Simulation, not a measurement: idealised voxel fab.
The following process module bears the name voxel transistor to metal.
Square cells of 5 nm make up the cross-section cut, whose width is 185 nm.
For the purposes of this document, a cross-section shall be understood as a grid of square cells, specified as bands listed in top-to-bottom order, each band consisting of one or more rows of cells. First you get the band's top height and its bottom height, in nm, and then the materials it's made of, left to right, with each width in nm. If you see a single material with "everywhere", that one covers the band edge to edge. "blank" is empty space. Measure heights from 0. That's the level where, below it, the as-received wafer is all one material. The lowest band is bottomless and extends downward; write it as in "z 0 and below". Think of "30 to 40" as a width that walks from the first number to the second as you go down the band, top row to bottom row, taking equal-sized steps from row to row. "same as before", as given for a step, is the statement that not any cell of the cross-section underwent a change during that step. Closed-off voids of 8+ cells (no open route to the top) go in "Closed internal voids", written width x height at distance from the left edge, in nm. That trailing text on a step's line, after the settings, is the simulator's own remark on the step. "overlay nm" on a masked step: distance the mask lay right of its planned place, negative for left.
PROCESS STEPS (PLANNED)
- 1: RECEIVE, material Si
- 2: OXIDIZE, depth nm 5
- 3: CONFORMAL_DEP, material SiN, thk nm 10
- 4: PATTERN, tone cover, mask id ACTIVE, material resist, width nm 120, thk nm 15, overlay nm 0
- 5: DIRECTIONAL_ETCH, etch materials SiN, depth nm 10
- 6: DIRECTIONAL_ETCH, etch materials SiO2, depth nm 5
- 7: DIRECTIONAL_ETCH, etch materials Si, depth nm 25
- 8: STRIP, etch materials resist
- 9: OXIDIZE, depth nm 5
- 10: FILL_DEP, material SiO2, thk nm 15
- 11: CMP, height nm 10
- 12: SELECTIVE_ETCH, etch materials SiO2, depth nm 10
- 13: STRIP, etch materials SiN
- 14: SELECTIVE_ETCH, etch materials SiO2, depth nm 5
- 15: OXIDIZE, depth nm 5
- 16: DIRECTIONAL_DEP, material polySi, thk nm 25
- 17: DIRECTIONAL_DEP, material SiCN, thk nm 15
- 18: PATTERN, tone cover, mask id GATE, material resist, width nm 30, thk nm 15, overlay nm 0
- 19: DIRECTIONAL_ETCH, etch materials SiCN, depth nm 25
- 20: DIRECTIONAL_ETCH, etch materials polySi, depth nm 35
- 21: STRIP, etch materials resist
- 22: CONFORMAL_DEP, material SiO2, thk nm 5
- 23: DIRECTIONAL_ETCH, etch materials SiO2, depth nm 5
- 24: CONFORMAL_DEP, material SiN, thk nm 5
- 25: DIRECTIONAL_ETCH, etch materials SiN, depth nm 5
- 26: DIRECTIONAL_ETCH, etch materials SiO2, depth nm 5
- 27: DIRECTIONAL_ETCH, etch materials Si, depth nm 5
- 28: EPI, material nSi, thk nm 10
- 29: FILL_DEP, material SiO2, thk nm 10
- 30: CMP, height nm 20
- 31: STRIP, etch materials polySi
- 32: SELECTIVE_ETCH, etch materials SiO2, depth nm 5
- 33: CONFORMAL_DEP, material HfO2, thk nm 5
- 34: CONFORMAL_DEP, material TiN, thk nm 5
- 35: FILL_DEP, material W, thk nm 5
- 36: CMP, height nm 15
- 37: DIRECTIONAL_DEP, material SiO2, thk nm 10
- 38: DIRECTIONAL_DEP, material aC, thk nm 15
- 39: PATTERN, tone open, mask id CONTACT, material resist, width nm 20, pitch nm 90, thk nm 30, overlay nm 0
- 40: DIRECTIONAL_ETCH, etch materials aC, depth nm 15
- 41: STRIP, etch materials resist
- 42: DIRECTIONAL_ETCH, etch materials SiO2, depth nm 30
- 43: STRIP, etch materials aC
- 44: CONFORMAL_DEP, material TiN, thk nm 5
- 45: FILL_DEP, material Ru, thk nm 10
- 46: CMP, height nm 25
- 47: CONFORMAL_DEP, material SiN, thk nm 5
- 48: DIRECTIONAL_DEP, material lowk, thk nm 20
- 49: MASKED_ETCH, tone open, mask id METAL_1, width nm 20, pitch nm 90, etch materials lowk, depth nm 20, overlay nm 0
- 50: MASKED_ETCH, tone open, mask id METAL_1, width nm 20, pitch nm 90, etch materials SiN, depth nm 5, overlay nm 0
- 51: CONFORMAL_DEP, material TiN, thk nm 5
- 52: FILL_DEP, material W, thk nm 10
- 53: CMP, height nm 50
- 54: EPI, material Ru, thk nm 5
- 55: FILL_DEP, material SiCN, thk nm 5
- 56: DIRECTIONAL_DEP, material lowk, thk nm 30
- 57: PATTERN, tone open, mask id METAL_2_HOLES, material resist, width nm 15, pitch nm 90, thk nm 20, overlay nm 0
- 58: DIRECTIONAL_ETCH, etch materials lowk, depth nm 30
- 59: STRIP, etch materials resist
- 60: PATTERN, tone open, mask id METAL_2, material resist, width nm 20, pitch nm 90, thk nm 15, overlay nm 0
- 61: DIRECTIONAL_ETCH, etch materials lowk, depth nm 20
- 62: DIRECTIONAL_ETCH, etch materials SiCN, depth nm 5
- 63: STRIP, etch materials resist
- 64: CONFORMAL_DEP, material TiN, thk nm 5
- 65: FILL_DEP, material Cu, thk nm 10
- 66: CMP, height nm 90
- 67: CONFORMAL_DEP, material SiN, thk nm 5
FIRST OF TWO WAFERS: RUN AS PLANNED
WAFER AS RECEIVED: CROSS-SECTION FOLLOWING STEP 1
- z 0 and below  Si everywhere
- Closed internal voids: none
WAFER SECTION VIEW AFTER PROCESSING STEP 2
- z 0 to -5  SiO2 everywhere
- Under the height -5 nothing was changed.
WAFER SECTION VIEW AFTER PROCESSING STEP 3
- z 10 to 0  SiN everywhere
- Under the height 0 nothing was changed.
WAFER SECTION VIEW AFTER PROCESSING STEP 4
- z 25 to 10  blank 30; resist 120; blank 35
- Under the height 10 nothing was changed.
WAFER SECTION VIEW AFTER PROCESSING STEP 5
- z 25 to 10  blank 30; resist 120; blank 35
- z 10 to 0  blank 30; SiN 120; blank 35
- Under the height 0 nothing was changed.
WAFER SECTION VIEW AFTER PROCESSING STEP 6
- z 25 to 10  blank 30; resist 120; blank 35
- z 10 to 0  blank 30; SiN 120; blank 35
- z 0 to -5  blank 30; SiO2 120; blank 35
- Under the height -5 nothing was changed.
WAFER SECTION VIEW AFTER PROCESSING STEP 7
- z 25 to 10  blank 30; resist 120; blank 35
- z 10 to 0  blank 30; SiN 120; blank 35
- z 0 to -5  blank 30; SiO2 120; blank 35
- z -5 to -30  blank 30; Si 120; blank 35
- Under the height -30 nothing was changed.
WAFER SECTION VIEW AFTER PROCESSING STEP 8
- z 10 to 0  blank 30; SiN 120; blank 35
- Under the height 0 nothing was changed.
WAFER SECTION VIEW AFTER PROCESSING STEP 9
- z 10 to 0  blank 30; SiN 120; blank 35
- z 0 to -5  blank 30; SiO2 120; blank 35
- z -5 to -30  blank 30; SiO2 5; Si 110; SiO2 5; blank 35
- z -30 to -35  SiO2 35; Si 110; SiO2 40
- Under the height -35 nothing was changed.
WAFER SECTION VIEW AFTER PROCESSING STEP 10
- z 25 to 10  SiO2 everywhere
- z 10 to 0  SiO2 30; SiN 120; SiO2 35
- z 0 to -5  SiO2 everywhere
- z -5 to -35  SiO2 35; Si 110; SiO2 40
- Under the height -35 nothing was changed.
WAFER SECTION VIEW AFTER PROCESSING STEP 11
- z 10 to 0  SiO2 30; SiN 120; SiO2 35
- Under the height 0 nothing was changed.
WAFER SECTION VIEW AFTER PROCESSING STEP 12
- z 10 to 0  blank 30; SiN 120; blank 35
- Under the height 0 nothing was changed.
WAFER SECTION VIEW AFTER PROCESSING STEP 13
- z 0 to -5  SiO2 everywhere
- Under the height -5 nothing was changed.
WAFER SECTION VIEW AFTER PROCESSING STEP 14
- z -5 to -35  SiO2 35; Si 110; SiO2 40
- Under the height -35 nothing was changed.
WAFER SECTION VIEW AFTER PROCESSING STEP 15
- z -5 to -10  SiO2 everywhere
- Under the height -10 nothing was changed.
WAFER SECTION VIEW AFTER PROCESSING STEP 16
- z 20 to -5  polySi everywhere
- Under the height -5 nothing was changed.
WAFER SECTION VIEW AFTER PROCESSING STEP 17
- z 35 to 20  SiCN everywhere
- Under the height 20 nothing was changed.
WAFER SECTION VIEW AFTER PROCESSING STEP 18
- z 50 to 35  blank 75; resist 30; blank 80
- Under the height 35 nothing was changed.
WAFER SECTION VIEW AFTER PROCESSING STEP 19
- z 50 to 35  blank 75; resist 30; blank 80
- z 35 to 20  blank 75; SiCN 30; blank 80
- Under the height 20 nothing was changed.
WAFER SECTION VIEW AFTER PROCESSING STEP 20
- z 50 to 35  blank 75; resist 30; blank 80
- z 35 to 20  blank 75; SiCN 30; blank 80
- z 20 to -5  blank 75; polySi 30; blank 80
- Under the height -5 nothing was changed.
WAFER SECTION VIEW AFTER PROCESSING STEP 21
- z 35 to 20  blank 75; SiCN 30; blank 80
- Under the height 20 nothing was changed.
WAFER SECTION VIEW AFTER PROCESSING STEP 22
- z 40 to 35  blank 70; SiO2 40; blank 75
- z 35 to 20  blank 70; SiO2 5; SiCN 30; SiO2 5; blank 75
- z 20 to 0  blank 70; SiO2 5; polySi 30; SiO2 5; blank 75
- z 0 to -5  SiO2 75; polySi 30; SiO2 80
- Under the height -5 nothing was changed.
WAFER SECTION VIEW AFTER PROCESSING STEP 23
- z 35 to 20  blank 70; SiO2 5; SiCN 30; SiO2 5; blank 75
- z 20 to -5  blank 70; SiO2 5; polySi 30; SiO2 5; blank 75
- Under the height -5 nothing was changed.
WAFER SECTION VIEW AFTER PROCESSING STEP 24
- z 40 to 35  blank 65; SiN 50; blank 70
- z 35 to 20  blank 65; SiN 5; SiO2 5; SiCN 30; SiO2 5; SiN 5; blank 70
- z 20 to 0  blank 65; SiN 5; SiO2 5; polySi 30; SiO2 5; SiN 5; blank 70
- z 0 to -5  SiN 70; SiO2 5; polySi 30; SiO2 5; SiN 75
- Under the height -5 nothing was changed.
WAFER SECTION VIEW AFTER PROCESSING STEP 25
- z 35 to 20  blank 65; SiN 5; SiO2 5; SiCN 30; SiO2 5; SiN 5; blank 70
- z 20 to -5  blank 65; SiN 5; SiO2 5; polySi 30; SiO2 5; SiN 5; blank 70
- Under the height -5 nothing was changed.
WAFER SECTION VIEW AFTER PROCESSING STEP 26
- z 35 to 30  blank 65; SiN 5; blank 5; SiCN 30; blank 5; SiN 5; blank 70
- z 30 to 20  blank 65; SiN 5; SiO2 5; SiCN 30; SiO2 5; SiN 5; blank 70
- z 20 to -5  blank 65; SiN 5; SiO2 5; polySi 30; SiO2 5; SiN 5; blank 70
- z -5 to -10  blank 65; SiO2 50; blank 70
- Under the height -10 nothing was changed.
WAFER SECTION VIEW AFTER PROCESSING STEP 27
- z 35 to 30  blank 65; SiN 5; blank 5; SiCN 30; blank 5; SiN 5; blank 70
- z 30 to 20  blank 65; SiN 5; SiO2 5; SiCN 30; SiO2 5; SiN 5; blank 70
- z 20 to -5  blank 65; SiN 5; SiO2 5; polySi 30; SiO2 5; SiN 5; blank 70
- z -5 to -10  blank 65; SiO2 50; blank 70
- z -10 to -15  SiO2 35; blank 30; Si 50; blank 30; SiO2 40
- Under the height -15 nothing was changed.
WAFER SECTION VIEW AFTER PROCESSING STEP 28
- z 35 to 30  blank 65; SiN 5; blank 5; SiCN 30; blank 5; SiN 5; blank 70
- z 30 to 20  blank 65; SiN 5; SiO2 5; SiCN 30; SiO2 5; SiN 5; blank 70
- z 20 to 0  blank 65; SiN 5; SiO2 5; polySi 30; SiO2 5; SiN 5; blank 70
- z 0 to -5  blank 55; nSi 10; SiN 5; SiO2 5; polySi 30; SiO2 5; SiN 5; nSi 10; blank 60
- z -5 to -10  blank 30; nSi 35; SiO2 50; nSi 35; blank 35
- z -10 to -15  SiO2 35; nSi 30; Si 50; nSi 30; SiO2 40
- Under the height -15 nothing was changed.
WAFER SECTION VIEW AFTER PROCESSING STEP 29
- z 45 to 35  SiO2 everywhere
- z 35 to 20  SiO2 65; SiN 5; SiO2 5; SiCN 30; SiO2 5; SiN 5; SiO2 70
- z 20 to 0  SiO2 65; SiN 5; SiO2 5; polySi 30; SiO2 5; SiN 5; SiO2 70
- z 0 to -5  SiO2 55; nSi 10; SiN 5; SiO2 5; polySi 30; SiO2 5; SiN 5; nSi 10; SiO2 60
- z -5 to -10  SiO2 30; nSi 35; SiO2 50; nSi 35; SiO2 35
- Under the height -10 nothing was changed.
WAFER SECTION VIEW AFTER PROCESSING STEP 30
- z 20 to 0  SiO2 65; SiN 5; SiO2 5; polySi 30; SiO2 5; SiN 5; SiO2 70
- Under the height 0 nothing was changed.
WAFER SECTION VIEW AFTER PROCESSING STEP 31
- z 20 to 0  SiO2 65; SiN 5; SiO2 5; blank 30; SiO2 5; SiN 5; SiO2 70
- z 0 to -5  SiO2 55; nSi 10; SiN 5; SiO2 5; blank 30; SiO2 5; SiN 5; nSi 10; SiO2 60
- Under the height -5 nothing was changed.
WAFER SECTION VIEW AFTER PROCESSING STEP 32
- z 20 to 15  blank 65; SiN 5; blank 40; SiN 5; blank 70
- z 15 to 0  SiO2 65; SiN 5; blank 40; SiN 5; SiO2 70
- z 0 to -5  SiO2 55; nSi 10; SiN 5; blank 40; SiN 5; nSi 10; SiO2 60
- z -5 to -10  SiO2 30; nSi 35; SiO2 5; blank 40; SiO2 5; nSi 35; SiO2 35
- Under the height -10 nothing was changed.
WAFER SECTION VIEW AFTER PROCESSING STEP 33
- z 25 to 20  blank 60; HfO2 15; blank 30; HfO2 15; blank 65
- z 20 to 15  HfO2 65; SiN 5; HfO2 5; blank 30; HfO2 5; SiN 5; HfO2 70
- z 15 to 0  SiO2 65; SiN 5; HfO2 5; blank 30; HfO2 5; SiN 5; SiO2 70
- z 0 to -5  SiO2 55; nSi 10; SiN 5; HfO2 5; blank 30; HfO2 5; SiN 5; nSi 10; SiO2 60
- z -5 to -10  SiO2 30; nSi 35; SiO2 5; HfO2 40; SiO2 5; nSi 35; SiO2 35
- Under the height -10 nothing was changed.
WAFER SECTION VIEW AFTER PROCESSING STEP 34
- z 30 to 25  blank 55; TiN 25; blank 20; TiN 25; blank 60
- z 25 to 20  TiN 60; HfO2 15; TiN 5; blank 20; TiN 5; HfO2 15; TiN 65
- z 20 to 15  HfO2 65; SiN 5; HfO2 5; TiN 5; blank 20; TiN 5; HfO2 5; SiN 5; HfO2 70
- z 15 to 0  SiO2 65; SiN 5; HfO2 5; TiN 5; blank 20; TiN 5; HfO2 5; SiN 5; SiO2 70
- z 0 to -5  SiO2 55; nSi 10; SiN 5; HfO2 5; TiN 30; HfO2 5; SiN 5; nSi 10; SiO2 60
- Under the height -5 nothing was changed.
WAFER SECTION VIEW AFTER PROCESSING STEP 35
- z 35 to 30  W everywhere
- z 30 to 25  W 55; TiN 25; W 20; TiN 25; W 60
- z 25 to 20  TiN 60; HfO2 15; TiN 5; W 20; TiN 5; HfO2 15; TiN 65
- z 20 to 15  HfO2 65; SiN 5; HfO2 5; TiN 5; W 20; TiN 5; HfO2 5; SiN 5; HfO2 70
- z 15 to 0  SiO2 65; SiN 5; HfO2 5; TiN 5; W 20; TiN 5; HfO2 5; SiN 5; SiO2 70
- Under the height 0 nothing was changed.
WAFER SECTION VIEW AFTER PROCESSING STEP 36
- z 15 to 0  SiO2 65; SiN 5; HfO2 5; TiN 5; W 20; TiN 5; HfO2 5; SiN 5; SiO2 70
- Under the height 0 nothing was changed.
WAFER SECTION VIEW AFTER PROCESSING STEP 37
- z 25 to 15  SiO2 everywhere
- Under the height 15 nothing was changed.
WAFER SECTION VIEW AFTER PROCESSING STEP 38
- z 40 to 25  aC everywhere
- Under the height 25 nothing was changed.
WAFER SECTION VIEW AFTER PROCESSING STEP 39
- z 70 to 40  resist 35; blank 20; resist 70; blank 20; resist 40
- Under the height 40 nothing was changed.
WAFER SECTION VIEW AFTER PROCESSING STEP 40
- z 55 to 40  resist 35; blank 20; resist 70; blank 20; resist 40
- z 40 to 25  aC 35; blank 20; aC 70; blank 20; aC 40
- Under the height 25 nothing was changed.
WAFER SECTION VIEW AFTER PROCESSING STEP 41
- z 40 to 25  aC 35; blank 20; aC 70; blank 20; aC 40
- Under the height 25 nothing was changed.
WAFER SECTION VIEW AFTER PROCESSING STEP 42
- z 40 to 25  aC 35; blank 20; aC 70; blank 20; aC 40
- z 25 to 15  SiO2 35; blank 20; SiO2 70; blank 20; SiO2 40
- z 15 to 0  SiO2 35; blank 20; SiO2 10; SiN 5; HfO2 5; TiN 5; W 20; TiN 5; HfO2 5; SiN 5; SiO2 10; blank 20; SiO2 40
- z 0 to -5  SiO2 35; blank 20; nSi 10; SiN 5; HfO2 5; TiN 30; HfO2 5; SiN 5; nSi 10; blank 20; SiO2 40
- Under the height -5 nothing was changed.
WAFER SECTION VIEW AFTER PROCESSING STEP 43
- z 25 to 15  SiO2 35; blank 20; SiO2 70; blank 20; SiO2 40
- Under the height 15 nothing was changed.
WAFER SECTION VIEW AFTER PROCESSING STEP 44
- z 30 to 25  TiN 40; blank 10; TiN 80; blank 10; TiN 45
- z 25 to 15  SiO2 35; TiN 5; blank 10; TiN 5; SiO2 70; TiN 5; blank 10; TiN 5; SiO2 40
- z 15 to 0  SiO2 35; TiN 5; blank 10; TiN 5; SiO2 10; SiN 5; HfO2 5; TiN 5; W 20; TiN 5; HfO2 5; SiN 5; SiO2 10; TiN 5; blank 10; TiN 5; SiO2 40
- z 0 to -5  SiO2 35; TiN 20; nSi 10; SiN 5; HfO2 5; TiN 30; HfO2 5; SiN 5; nSi 10; TiN 20; SiO2 40
- Under the height -5 nothing was changed.
WAFER SECTION VIEW AFTER PROCESSING STEP 45
- z 40 to 30  Ru everywhere
- z 30 to 25  TiN 40; Ru 10; TiN 80; Ru 10; TiN 45
- z 25 to 15  SiO2 35; TiN 5; Ru 10; TiN 5; SiO2 70; TiN 5; Ru 10; TiN 5; SiO2 40
- z 15 to 0  SiO2 35; TiN 5; Ru 10; TiN 5; SiO2 10; SiN 5; HfO2 5; TiN 5; W 20; TiN 5; HfO2 5; SiN 5; SiO2 10; TiN 5; Ru 10; TiN 5; SiO2 40
- Under the height 0 nothing was changed.
WAFER SECTION VIEW AFTER PROCESSING STEP 46
- z 25 to 15  SiO2 35; TiN 5; Ru 10; TiN 5; SiO2 70; TiN 5; Ru 10; TiN 5; SiO2 40
- Under the height 15 nothing was changed.
WAFER SECTION VIEW AFTER PROCESSING STEP 47
- z 30 to 25  SiN everywhere
- Under the height 25 nothing was changed.
WAFER SECTION VIEW AFTER PROCESSING STEP 48
- z 50 to 30  lowk everywhere
- Under the height 30 nothing was changed.
WAFER SECTION VIEW AFTER PROCESSING STEP 49
- z 50 to 30  lowk 35; blank 20; lowk 70; blank 20; lowk 40
- Under the height 30 nothing was changed.
WAFER SECTION VIEW AFTER PROCESSING STEP 50
- z 50 to 30  lowk 35; blank 20; lowk 70; blank 20; lowk 40
- z 30 to 25  SiN 35; blank 20; SiN 70; blank 20; SiN 40
- Under the height 25 nothing was changed.
WAFER SECTION VIEW AFTER PROCESSING STEP 51
- z 55 to 50  TiN 40; blank 10; TiN 80; blank 10; TiN 45
- z 50 to 30  lowk 35; TiN 5; blank 10; TiN 5; lowk 70; TiN 5; blank 10; TiN 5; lowk 40
- z 30 to 25  SiN 35; TiN 20; SiN 70; TiN 20; SiN 40
- Under the height 25 nothing was changed.
WAFER SECTION VIEW AFTER PROCESSING STEP 52
- z 65 to 55  W everywhere
- z 55 to 50  TiN 40; W 10; TiN 80; W 10; TiN 45
- z 50 to 30  lowk 35; TiN 5; W 10; TiN 5; lowk 70; TiN 5; W 10; TiN 5; lowk 40
- Under the height 30 nothing was changed.
WAFER SECTION VIEW AFTER PROCESSING STEP 53
- z 50 to 30  lowk 35; TiN 5; W 10; TiN 5; lowk 70; TiN 5; W 10; TiN 5; lowk 40
- Under the height 30 nothing was changed.
WAFER SECTION VIEW AFTER PROCESSING STEP 54
- z 55 to 50  blank 30; Ru 30; blank 60; Ru 30; blank 35
- Under the height 50 nothing was changed.
WAFER SECTION VIEW AFTER PROCESSING STEP 55
- z 60 to 55  SiCN everywhere
- z 55 to 50  SiCN 30; Ru 30; SiCN 60; Ru 30; SiCN 35
- Under the height 50 nothing was changed.
WAFER SECTION VIEW AFTER PROCESSING STEP 56
- z 90 to 60  lowk everywhere
- Under the height 60 nothing was changed.
WAFER SECTION VIEW AFTER PROCESSING STEP 57
- z 110 to 90  resist 35; blank 15; resist 75; blank 15; resist 45
- Under the height 90 nothing was changed.
WAFER SECTION VIEW AFTER PROCESSING STEP 58
- z 110 to 90  resist 35; blank 15; resist 75; blank 15; resist 45
- z 90 to 60  lowk 35; blank 15; lowk 75; blank 15; lowk 45
- Under the height 60 nothing was changed.
WAFER SECTION VIEW AFTER PROCESSING STEP 59
- z 90 to 60  lowk 35; blank 15; lowk 75; blank 15; lowk 45
- Under the height 60 nothing was changed.
WAFER SECTION VIEW AFTER PROCESSING STEP 60
- z 105 to 90  resist 35; blank 20; resist 70; blank 20; resist 40
- Under the height 90 nothing was changed.
WAFER SECTION VIEW AFTER PROCESSING STEP 61
- z 105 to 90  resist 35; blank 20; resist 70; blank 20; resist 40
- z 90 to 70  lowk 35; blank 20; lowk 70; blank 20; lowk 40
- Under the height 70 nothing was changed.
WAFER SECTION VIEW AFTER PROCESSING STEP 62
- z 105 to 90  resist 35; blank 20; resist 70; blank 20; resist 40
- z 90 to 70  lowk 35; blank 20; lowk 70; blank 20; lowk 40
- z 70 to 60  lowk 35; blank 15; lowk 75; blank 15; lowk 45
- z 60 to 55  SiCN 35; blank 15; SiCN 75; blank 15; SiCN 45
- Under the height 55 nothing was changed.
WAFER SECTION VIEW AFTER PROCESSING STEP 63
- z 90 to 70  lowk 35; blank 20; lowk 70; blank 20; lowk 40
- Under the height 70 nothing was changed.
WAFER SECTION VIEW AFTER PROCESSING STEP 64
- z 95 to 90  TiN 40; blank 10; TiN 80; blank 10; TiN 45
- z 90 to 75  lowk 35; TiN 5; blank 10; TiN 5; lowk 70; TiN 5; blank 10; TiN 5; lowk 40
- z 75 to 70  lowk 35; TiN 5; blank 5; TiN 10; lowk 70; TiN 5; blank 5; TiN 10; lowk 40
- z 70 to 60  lowk 35; TiN 5; blank 5; TiN 5; lowk 75; TiN 5; blank 5; TiN 5; lowk 45
- z 60 to 55  SiCN 35; TiN 15; SiCN 75; TiN 15; SiCN 45
- Under the height 55 nothing was changed.
WAFER SECTION VIEW AFTER PROCESSING STEP 65
- z 105 to 95  Cu everywhere
- z 95 to 90  TiN 40; Cu 10; TiN 80; Cu 10; TiN 45
- z 90 to 75  lowk 35; TiN 5; Cu 10; TiN 5; lowk 70; TiN 5; Cu 10; TiN 5; lowk 40
- z 75 to 70  lowk 35; TiN 5; Cu 5; TiN 10; lowk 70; TiN 5; Cu 5; TiN 10; lowk 40
- z 70 to 60  lowk 35; TiN 5; Cu 5; TiN 5; lowk 75; TiN 5; Cu 5; TiN 5; lowk 45
- Under the height 60 nothing was changed.
WAFER SECTION VIEW AFTER PROCESSING STEP 66
- z 90 to 75  lowk 35; TiN 5; Cu 10; TiN 5; lowk 70; TiN 5; Cu 10; TiN 5; lowk 40
- Under the height 75 nothing was changed.
WAFER SECTION VIEW AFTER PROCESSING STEP 67
- z 95 to 90  SiN everywhere
- Under the height 90 nothing was changed.
THE SECOND WAFER: COMMON ORIGIN AND PLAN, ONE MISTAKE IN EXECUTION, IDENTICAL TO THE FIRST THROUGH STEP 45
Look at the second wafer in cross-section at the time step 46 ought to have finished: same as before
LOOK AT THE SECOND WAFER IN CROSS-SECTION AT THE TIME STEP 47 OUGHT TO HAVE FINISHED
- z 45 to 40  SiN everywhere
- Under the height 40 nothing was changed.
LOOK AT THE SECOND WAFER IN CROSS-SECTION AT THE TIME STEP 48 OUGHT TO HAVE FINISHED
- z 65 to 45  lowk everywhere
- Under the height 45 nothing was changed.
LOOK AT THE SECOND WAFER IN CROSS-SECTION AT THE TIME STEP 49 OUGHT TO HAVE FINISHED
- z 65 to 45  lowk 35; blank 20; lowk 70; blank 20; lowk 40
- Under the height 45 nothing was changed.
LOOK AT THE SECOND WAFER IN CROSS-SECTION AT THE TIME STEP 50 OUGHT TO HAVE FINISHED
- z 65 to 45  lowk 35; blank 20; lowk 70; blank 20; lowk 40
- z 45 to 40  SiN 35; blank 20; SiN 70; blank 20; SiN 40
- Under the height 40 nothing was changed.
LOOK AT THE SECOND WAFER IN CROSS-SECTION AT THE TIME STEP 51 OUGHT TO HAVE FINISHED
- z 70 to 65  TiN 40; blank 10; TiN 80; blank 10; TiN 45
- z 65 to 45  lowk 35; TiN 5; blank 10; TiN 5; lowk 70; TiN 5; blank 10; TiN 5; lowk 40
- z 45 to 40  SiN 35; TiN 20; SiN 70; TiN 20; SiN 40
- Under the height 40 nothing was changed.
LOOK AT THE SECOND WAFER IN CROSS-SECTION AT THE TIME STEP 52 OUGHT TO HAVE FINISHED
- z 80 to 70  W everywhere
- z 70 to 65  TiN 40; W 10; TiN 80; W 10; TiN 45
- z 65 to 45  lowk 35; TiN 5; W 10; TiN 5; lowk 70; TiN 5; W 10; TiN 5; lowk 40
- Under the height 45 nothing was changed.
LOOK AT THE SECOND WAFER IN CROSS-SECTION AT THE TIME STEP 53 OUGHT TO HAVE FINISHED
- z 50 to 45  lowk 35; TiN 5; W 10; TiN 5; lowk 70; TiN 5; W 10; TiN 5; lowk 40
- Under the height 45 nothing was changed.
LOOK AT THE SECOND WAFER IN CROSS-SECTION AT THE TIME STEP 54 OUGHT TO HAVE FINISHED
- z 55 to 50  blank 30; Ru 30; blank 60; Ru 30; blank 35
- Under the height 50 nothing was changed.
LOOK AT THE SECOND WAFER IN CROSS-SECTION AT THE TIME STEP 55 OUGHT TO HAVE FINISHED
- z 60 to 55  SiCN everywhere
- z 55 to 50  SiCN 30; Ru 30; SiCN 60; Ru 30; SiCN 35
- Under the height 50 nothing was changed.
LOOK AT THE SECOND WAFER IN CROSS-SECTION AT THE TIME STEP 56 OUGHT TO HAVE FINISHED
- z 90 to 60  lowk everywhere
- Under the height 60 nothing was changed.
LOOK AT THE SECOND WAFER IN CROSS-SECTION AT THE TIME STEP 57 OUGHT TO HAVE FINISHED
- z 110 to 90  resist 35; blank 15; resist 75; blank 15; resist 45
- Under the height 90 nothing was changed.
LOOK AT THE SECOND WAFER IN CROSS-SECTION AT THE TIME STEP 58 OUGHT TO HAVE FINISHED
- z 110 to 90  resist 35; blank 15; resist 75; blank 15; resist 45
- z 90 to 60  lowk 35; blank 15; lowk 75; blank 15; lowk 45
- Under the height 60 nothing was changed.
LOOK AT THE SECOND WAFER IN CROSS-SECTION AT THE TIME STEP 59 OUGHT TO HAVE FINISHED
- z 90 to 60  lowk 35; blank 15; lowk 75; blank 15; lowk 45
- Under the height 60 nothing was changed.
LOOK AT THE SECOND WAFER IN CROSS-SECTION AT THE TIME STEP 60 OUGHT TO HAVE FINISHED
- z 105 to 90  resist 35; blank 20; resist 70; blank 20; resist 40
- Under the height 90 nothing was changed.
LOOK AT THE SECOND WAFER IN CROSS-SECTION AT THE TIME STEP 61 OUGHT TO HAVE FINISHED
- z 105 to 90  resist 35; blank 20; resist 70; blank 20; resist 40
- z 90 to 70  lowk 35; blank 20; lowk 70; blank 20; lowk 40
- Under the height 70 nothing was changed.
LOOK AT THE SECOND WAFER IN CROSS-SECTION AT THE TIME STEP 62 OUGHT TO HAVE FINISHED
- z 105 to 90  resist 35; blank 20; resist 70; blank 20; resist 40
- z 90 to 70  lowk 35; blank 20; lowk 70; blank 20; lowk 40
- z 70 to 60  lowk 35; blank 15; lowk 75; blank 15; lowk 45
- z 60 to 55  SiCN 35; blank 15; SiCN 75; blank 15; SiCN 45
- Under the height 55 nothing was changed.
LOOK AT THE SECOND WAFER IN CROSS-SECTION AT THE TIME STEP 63 OUGHT TO HAVE FINISHED
- z 90 to 70  lowk 35; blank 20; lowk 70; blank 20; lowk 40
- Under the height 70 nothing was changed.
LOOK AT THE SECOND WAFER IN CROSS-SECTION AT THE TIME STEP 64 OUGHT TO HAVE FINISHED
- z 95 to 90  TiN 40; blank 10; TiN 80; blank 10; TiN 45
- z 90 to 75  lowk 35; TiN 5; blank 10; TiN 5; lowk 70; TiN 5; blank 10; TiN 5; lowk 40
- z 75 to 70  lowk 35; TiN 5; blank 5; TiN 10; lowk 70; TiN 5; blank 5; TiN 10; lowk 40
- z 70 to 60  lowk 35; TiN 5; blank 5; TiN 5; lowk 75; TiN 5; blank 5; TiN 5; lowk 45
- z 60 to 55  SiCN 35; TiN 15; SiCN 75; TiN 15; SiCN 45
- Under the height 55 nothing was changed.
LOOK AT THE SECOND WAFER IN CROSS-SECTION AT THE TIME STEP 65 OUGHT TO HAVE FINISHED
- z 105 to 95  Cu everywhere
- z 95 to 90  TiN 40; Cu 10; TiN 80; Cu 10; TiN 45
- z 90 to 75  lowk 35; TiN 5; Cu 10; TiN 5; lowk 70; TiN 5; Cu 10; TiN 5; lowk 40
- z 75 to 70  lowk 35; TiN 5; Cu 5; TiN 10; lowk 70; TiN 5; Cu 5; TiN 10; lowk 40
- z 70 to 60  lowk 35; TiN 5; Cu 5; TiN 5; lowk 75; TiN 5; Cu 5; TiN 5; lowk 45
- Under the height 60 nothing was changed.
LOOK AT THE SECOND WAFER IN CROSS-SECTION AT THE TIME STEP 66 OUGHT TO HAVE FINISHED
- z 90 to 75  lowk 35; TiN 5; Cu 10; TiN 5; lowk 70; TiN 5; Cu 10; TiN 5; lowk 40
- Under the height 75 nothing was changed.
LOOK AT THE SECOND WAFER IN CROSS-SECTION AT THE TIME STEP 67 OUGHT TO HAVE FINISHED
- z 95 to 90  SiN everywhere
- Under the height 90 nothing was changed.
Finding, execution versus plan: step 46 in the plan did not get run; it was skipped
Heads up, by the end the second wafer has more or fewer cells of some materials compared to the first: Ru: 78 more | TiN: 21 more | W: 12 fewer | lowk: 87 fewer
